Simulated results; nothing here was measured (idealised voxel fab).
Name of the process module below: voxel lift off
Square cells of 5 nm make up the cross-section cut, whose width is 140 nm.
Think of the cross-section as a grid of square cells. We describe it in bands, top to bottom, and each band covers one or more rows of those cells.
Top height, bottom height, nm. Materials left to right, width each, nm. Single material + "everywhere" = fills band edge to edge. "air" = empty.
All heights in this document are referenced to 0, defined as the level beneath which the wafer, as received, consists entirely of one material. The lowest band is not bounded below; it extends indefinitely downward and is written in the form "0 nm and below".
When a width is written as two numbers, as in "30..40", the first number is the width in the top row of cells of the band and the second is the width in its bottom row, and the width changes by the same amount from each row to the next.
"everything unchanged" after a step means that no cell of the cross-section changed.
This entry, "Voids, enclosed", enumerates those empty regions of no fewer than 8 cells that possess no open connection to the top. Each region is reported in the form width x height at distance, the distance being taken from the left edge, with all three quantities expressed in nm.
Text after the settings on a step's line: the simulator's own remark on that step.
overlay nm: right-of-plan distance of the mask on a masked step; negative values mean left-of-plan.

THE PROCESS STEPS THAT WERE PLANNED ARE LISTED BELOW
step 1: RECEIVE [material Si]
step 2: CONFORMAL_DEP [material Al2O3] [thk nm 5]
step 3: PATTERN [tone open] [mask id LINES] [material resist] [width nm 20] [pitch nm 45] [thk nm 20] [overlay nm 0]
step 4: DIRECTIONAL_DEP [material Ru] [thk nm 5]
step 5: STRIP [etch materials resist]
step 6: CONFORMAL_DEP [material SiCN] [thk nm 5]

SHOWN IN CROSS-SECTION IS THE WAFER AS RECEIVED, THAT IS, AS IT STANDS AFTER STEP 1
0 nm and below | Si everywhere
Voids, enclosed: none

FIRST OF TWO WAFERS, END-OF-MODULE SECTION, RUN FOLLOWED PLAN
15 nm to 10 nm | air 10 nm / SiCN 30 nm / air 15 nm / SiCN 30 nm / air 15 nm / SiCN 30 nm / air 10 nm
10 nm to 5 nm | SiCN 15 nm / Ru 20 nm / SiCN 25 nm / Ru 20 nm / SiCN 25 nm / Ru 20 nm / SiCN 15 nm
5 nm to 0 nm | Al2O3 everywhere
0 nm and below | Si everywhere
Voids, enclosed: none

THE SECOND WAFER, SHOWN IN CROSS-SECTION AFTER THE MODULE: STARTED THE SAME WAY AS THE FIRST AND GIVEN THE SAME PLAN, YET ONE MISTAKE CREPT INTO HOW IT WAS RUN
15 nm to 10 nm | SiCN 20 nm / air 10 nm / SiCN 35 nm / air 10 nm / SiCN 35 nm / air 10 nm / SiCN 20 nm
10 nm to 5 nm | Ru 15 nm / SiCN 20 nm / Ru 25 nm / SiCN 20 nm / Ru 25 nm / SiCN 20 nm / Ru 15 nm
5 nm to 0 nm | Al2O3 everywhere
0 nm and below | Si everywhere
Voids, enclosed: none
Deviation from plan: step 3 ran differently from the plan; actual operation with settings: PATTERN [tone cover] [mask id LINES] [material resist] [width nm 20] [pitch nm 45] [thk nm 20] [overlay nm 0]
Looking at both finished wafers in cells, the second ends up ahead of or behind the first on some materials: Ru +4
